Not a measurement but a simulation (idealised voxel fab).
A process module follows: voxel transistor to metal.
Displayed cross-section: cut, width of 300 nm, square cells sized 5 nm.
The cross-sections in this document take the form of a grid made of square cells. They are written out as bands, in order from top to bottom. Each band consists of one or more rows of cells. Each band's line starts with the height of the band's top and of its bottom, in nm. Then come its materials from left to right, each with its width in nm. One material with "edge to edge" fills the band from edge to edge. "blank" is empty space. Heads up on the height convention: 0 is the point under which the incoming wafer is all one material, and the lowest band has no bottom, it just keeps going down, like "z 0 and below". So if you see something like "30 to 40" for the width, read it as the top row of the band sitting at the first number and the bottom row at the second, with every row in between moving by the same amount as the last. Step marked "same as before"? Then no cell in the cross-section changed in it. Basically, "Unvented voids" tells you about the enclosed voids: empty spaces with no open way to the top, 8 cells or bigger, each written width x height at distance, where distance is from the left edge, all in nm. Heads up: the bit after the settings on a step's line is the simulator's remark on that step. Each step line may optionally specify "overlay nm", which for a step with a mask gives the rightward distance between the mask's planned place and where it lay, a negative value indicating the leftward direction.

## Listed below are the process steps as planned
1) RECEIVE | material Si
2) CONFORMAL_DEP | material SiO2 | thk nm 5
3) CONFORMAL_DEP | material SiN | thk nm 10
4) DIRECTIONAL_DEP | material aC | thk nm 15
5) PATTERN | tone cover | mask id ACTIVE | material resist | width nm 105 | pitch nm 135 | thk nm 30 | overlay nm 0
6) DIRECTIONAL_ETCH | etch materials aC | depth nm 15
7) STRIP | etch materials resist
8) DIRECTIONAL_ETCH | etch materials SiN | depth nm 10
9) DIRECTIONAL_ETCH | etch materials SiO2 | depth nm 5
10) DIRECTIONAL_ETCH | etch materials Si | depth nm 35
11) STRIP | etch materials aC
12) FILL_DEP | material SiO2 | thk nm 15
13) CMP | height nm 5
14) SELECTIVE_ETCH | etch materials SiO2 | depth nm 5
15) STRIP | etch materials SiN
16) SELECTIVE_ETCH | etch materials SiO2 | depth nm 5
17) OXIDIZE | depth nm 5
18) DIRECTIONAL_DEP | material polySi | thk nm 20
19) DIRECTIONAL_DEP | material SiCN | thk nm 15
20) DIRECTIONAL_DEP | material aC | thk nm 15
21) PATTERN | tone cover | mask id GATE | material resist | width nm 25 | pitch nm 135 | thk nm 30 | overlay nm 0
22) DIRECTIONAL_ETCH | etch materials aC | depth nm 15
23) STRIP | etch materials resist
24) DIRECTIONAL_ETCH | etch materials SiCN | depth nm 25
25) DIRECTIONAL_ETCH | etch materials polySi | depth nm 30
26) STRIP | etch materials aC
27) CONFORMAL_DEP | material SiO2 | thk nm 5
28) DIRECTIONAL_ETCH | etch materials SiO2 | depth nm 5
29) CONFORMAL_DEP | material SiN | thk nm 5
30) DIRECTIONAL_ETCH | etch materials SiN | depth nm 5
31) DIRECTIONAL_ETCH | etch materials SiO2 | depth nm 5
32) DIRECTIONAL_ETCH | etch materials Si | depth nm 15
33) EPI | material nSi | thk nm 15
34) FILL_DEP | material SiO2 | thk nm 10
35) CMP | height nm 35
36) DIRECTIONAL_DEP | material SiO2 | thk nm 15
37) PATTERN | tone open | mask id CONTACT | material resist | width nm 20 | thk nm 15 | overlay nm 0
38) DIRECTIONAL_ETCH | etch materials SiO2 | depth nm 40
39) STRIP | etch materials resist
40) CONFORMAL_DEP | material TiN | thk nm 5
41) FILL_DEP | material W | thk nm 5
42) CMP | height nm 50
43) CONFORMAL_DEP | material SiCN | thk nm 5
44) DIRECTIONAL_DEP | material SiO2 | thk nm 25
45) PATTERN | tone open | mask id METAL_1 | material resist | width nm 20 | thk nm 15 | overlay nm 0
46) DIRECTIONAL_ETCH | etch materials SiO2 | depth nm 25
47) DIRECTIONAL_ETCH | etch materials SiCN | depth nm 5
48) STRIP | etch materials resist
49) CONFORMAL_DEP | material TiN | thk nm 5
50) FILL_DEP | material W | thk nm 10
51) CMP | height nm 80
52) CONFORMAL_DEP | material SiCN | thk nm 5
Among the wafers covered here, the point of difference is the height nm at step 13; their starting state is shared, and the plan presents the value of the first wafer.

## As-received cross-section, first of several wafers, post step 1
- z 0 and below: Si edge to edge
- Unvented voids: none

## First of several wafers in cross-section at module end, following the final step, step 52
- z 85 to 80: SiCN edge to edge
- z 80 to 55: SiO2: 35, then TiN: 5, then W: 10, then TiN: 5, then SiO2: 55, then TiN: 5, then W: 10, then TiN: 5, then SiO2: 40, then TiN: 5, then W: 10, then TiN: 5, then SiO2: 55, then TiN: 5, then W: 10, then TiN: 5, then SiO2: 35
- z 55 to 50: SiCN: 35, then TiN: 20, then SiCN: 55, then TiN: 20, then SiCN: 40, then TiN: 20, then SiCN: 55, then TiN: 20, then SiCN: 35
- z 50 to 35: SiO2: 35, then TiN: 5, then W: 10, then TiN: 5, then SiO2: 55, then TiN: 5, then W: 10, then TiN: 5, then SiO2: 40, then TiN: 5, then W: 10, then TiN: 5, then SiO2: 55, then TiN: 5, then W: 10, then TiN: 5, then SiO2: 35
- z 35 to 20: SiO2: 35, then TiN: 5, then W: 10, then TiN: 5, then SiO2: 5, then SiN: 5, then SiO2: 5, then SiCN: 25, then SiO2: 5, then SiN: 5, then SiO2: 5, then TiN: 5, then W: 10, then TiN: 5, then SiO2: 40, then TiN: 5, then W: 10, then TiN: 5, then SiO2: 5, then SiN: 5, then SiO2: 5, then SiCN: 25, then SiO2: 5, then SiN: 5, then SiO2: 5, then TiN: 5, then W: 10, then TiN: 5, then SiO2: 35
- z 20 to 15: SiO2: 35, then TiN: 5, then W: 10, then TiN: 5, then SiO2: 5, then SiN: 5, then SiO2: 5, then polySi: 25, then SiO2: 5, then SiN: 5, then SiO2: 5, then TiN: 5, then W: 10, then TiN: 5, then SiO2: 40, then TiN: 5, then W: 10, then TiN: 5, then SiO2: 5, then SiN: 5, then SiO2: 5, then polySi: 25, then SiO2: 5, then SiN: 5, then SiO2: 5, then TiN: 5, then W: 10, then TiN: 5, then SiO2: 35
- z 15 to 10: SiO2: 35, then TiN: 20, then SiO2: 5, then SiN: 5, then SiO2: 5, then polySi: 25, then SiO2: 5, then SiN: 5, then SiO2: 5, then TiN: 20, then SiO2: 40, then TiN: 20, then SiO2: 5, then SiN: 5, then SiO2: 5, then polySi: 25, then SiO2: 5, then SiN: 5, then SiO2: 5, then TiN: 20, then SiO2: 35
- z 10 to 0: SiO2: 45 to 25, then nSi: 15 to 35, then SiN: 5, then SiO2: 5, then polySi: 25, then SiO2: 5, then SiN: 5, then nSi: 15 to 35, then SiO2: 60 to 20, then nSi: 15 to 35, then SiN: 5, then SiO2: 5, then polySi: 25, then SiO2: 5, then SiN: 5, then nSi: 15 to 35, then SiO2: 45 to 25
- z 0 to -5: SiO2: 20, then SiN: 5, then nSi: 35, then SiO2: 45, then nSi: 35, then SiN: 5, then SiO2: 10, then SiN: 5, then nSi: 35, then SiO2: 45, then nSi: 35, then SiN: 5, then SiO2: 20
- z -5 to -10: SiO2: 35, then nSi: 25, then Si: 45, then nSi: 25, then SiO2: 40, then nSi: 25, then Si: 45, then nSi: 25, then SiO2: 35
- z -10 to -20: SiO2: 30, then Si: 5, then nSi: 25, then Si: 45, then nSi: 25, then Si: 5, then SiO2: 30, then Si: 5, then nSi: 25, then Si: 45, then nSi: 25, then Si: 5, then SiO2: 30
- z -20 to -35: SiO2: 30, then Si: 105, then SiO2: 30, then Si: 105, then SiO2: 30
- z -35 and below: Si edge to edge
- Unvented voids: none

## The module's end: a cross-section of the last wafer
- z 85 to 80: SiCN edge to edge
- z 80 to 55: SiO2: 35, then TiN: 5, then W: 10, then TiN: 5, then SiO2: 55, then TiN: 5, then W: 10, then TiN: 5, then SiO2: 40, then TiN: 5, then W: 10, then TiN: 5, then SiO2: 55, then TiN: 5, then W: 10, then TiN: 5, then SiO2: 35
- z 55 to 50: SiCN: 35, then TiN: 20, then SiCN: 55, then TiN: 20, then SiCN: 40, then TiN: 20, then SiCN: 55, then TiN: 20, then SiCN: 35
- z 50 to 35: SiO2: 35, then TiN: 5, then W: 10, then TiN: 5, then SiO2: 55, then TiN: 5, then W: 10, then TiN: 5, then SiO2: 40, then TiN: 5, then W: 10, then TiN: 5, then SiO2: 55, then TiN: 5, then W: 10, then TiN: 5, then SiO2: 35
- z 35 to 20: SiO2: 35, then TiN: 5, then W: 10, then TiN: 5, then SiO2: 5, then SiN: 5, then SiO2: 5, then polySi: 25, then SiO2: 5, then SiN: 5, then SiO2: 5, then TiN: 5, then W: 10, then TiN: 5, then SiO2: 40, then TiN: 5, then W: 10, then TiN: 5, then SiO2: 5, then SiN: 5, then SiO2: 5, then polySi: 25, then SiO2: 5, then SiN: 5, then SiO2: 5, then TiN: 5, then W: 10, then TiN: 5, then SiO2: 35
- z 20 to 15: SiO2: 35, then TiN: 20, then SiO2: 55, then TiN: 20, then SiO2: 40, then TiN: 20, then SiO2: 55, then TiN: 20, then SiO2: 35
- z 15 to 5: SiO2: 30, then SiN: 105, then SiO2: 30, then SiN: 105, then SiO2: 30
- z 5 to 0: SiO2 edge to edge
- z 0 to -35: SiO2: 30, then Si: 105, then SiO2: 30, then Si: 105, then SiO2: 30
- z -35 and below: Si edge to edge
- Unvented voids: none

## wafer rows; end of module; cells per material since receipt: (+) gained, (-) lost; then closed voids
height nm 5; -232 Si; +134 SiCN; +32 SiN; +694 SiO2; +128 TiN; +96 W; +128 nSi; +40 polySi; Unvented voids: none
height nm 10; -240 Si; +134 SiCN; +28 SiN; +726 SiO2; +128 TiN; +96 W; +108 nSi; +40 polySi; Unvented voids: none
height nm 15; -228 Si; +134 SiCN; +32 SiN; +694 SiO2; +128 TiN; +96 W; +124 nSi; +40 polySi; Unvented voids: none
height nm 20; -228 Si; +134 SiCN; +36 SiN; +694 SiO2; +128 TiN; +96 W; +120 nSi; +40 polySi; Unvented voids: none
height nm 25; -126 Si; +104 SiCN; +100 SiN; +694 SiO2; +120 TiN; +88 W; +40 polySi; Unvented voids: none
height nm 30; -126 Si; +104 SiCN; +96 SiN; +708 SiO2; +120 TiN; +88 W; +30 polySi; Unvented voids: none
